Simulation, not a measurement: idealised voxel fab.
The following process module bears the name voxel tone inversion.
The cross-section shown here is cut; it is 285 nm wide and divided into square cells measuring 5 nm on a side.
Format of a cross-section: grid, square cells. Given as bands. Order: top down. Band: one or more rows of cells.
Band: top height; bottom height; in nm. Then, left to right: material with width in nm, for each material. "throughout": a single material spanning edge to edge. "empty": empty space.
Heights are reckoned from 0. Under this level, the received wafer is all of one material. The bottommost band is open-ended downward, for example "0 -> down".
With a width like "30->40", each row of cells in the band differs from the next by the same amount, the top row carrying the first number and the bottom row the second.
"no change occurred", as given for a step, is the statement that not any cell of the cross-section underwent a change during that step.
This entry, "Closed void listing", enumerates those empty regions of no fewer than 8 cells that possess no open connection to the top. Each region is reported in the form width x height at distance, the distance being taken from the left edge, with all three quantities expressed in nm.
If you see something after the settings on a step's line, that's the simulator's own remark about that step.
A step's line can hold "overlay nm"; with a mask on that step, the setting says how far right of the planned place the mask lay, while a negative setting says it lay to the left.

THIS SECTION LISTS THE PROCESS STEPS THAT WERE PLANNED
| 1 | RECEIVE [material Si] |
| 2 | CONFORMAL_DEP [material SiN] [thk nm 10] |
| 3 | DIRECTIONAL_DEP [material aC] [thk nm 15] |
| 4 | PATTERN [tone cover] [mask id POSTS] [material resist] [width nm 20] [pitch nm 35] [thk nm 20] [overlay nm 0] |
| 5 | DIRECTIONAL_ETCH [etch materials aC] [depth nm 15] |
| 6 | STRIP [etch materials resist] |
| 7 | FILL_DEP [material lowk] [thk nm 10] |
| 8 | CMP [height nm 25] |
| 9 | STRIP [etch materials aC] |
| 10 | CONFORMAL_DEP [material TiN] [thk nm 5] |
| 11 | FILL_DEP [material W] [thk nm 10] |
| 12 | CMP [height nm 25] |
| 13 | CONFORMAL_DEP [material SiN] [thk nm 5] |

CROSS-SECTION: WAFER ON ARRIVAL = AFTER STEP 1
> 0 -> down = Si throughout
> Closed void listing: none

RESULT OF THE MODULE, CROSS-SECTIONED: START PER ABOVE, PLAN PER ABOVE, ONE ERROR IN HOW IT WAS RUN
> 30 -> 25 = SiN throughout
> 25 -> 20 = TiN=120, W=10, TiN=25, W=10, TiN=120
> 20 -> 15 = lowk=115, TiN=5, W=10, TiN=5, lowk=15, TiN=5, W=10, TiN=5, lowk=115
> 15 -> 10 = lowk=115, TiN=20, lowk=15, TiN=20, lowk=115
> 10 -> 0 = SiN throughout
> 0 -> down = Si throughout
> Closed void listing: none
Heads up, the wafer didn't run the way we planned it: rather than as planned, step 8 actually ran as CMP [height nm 20]
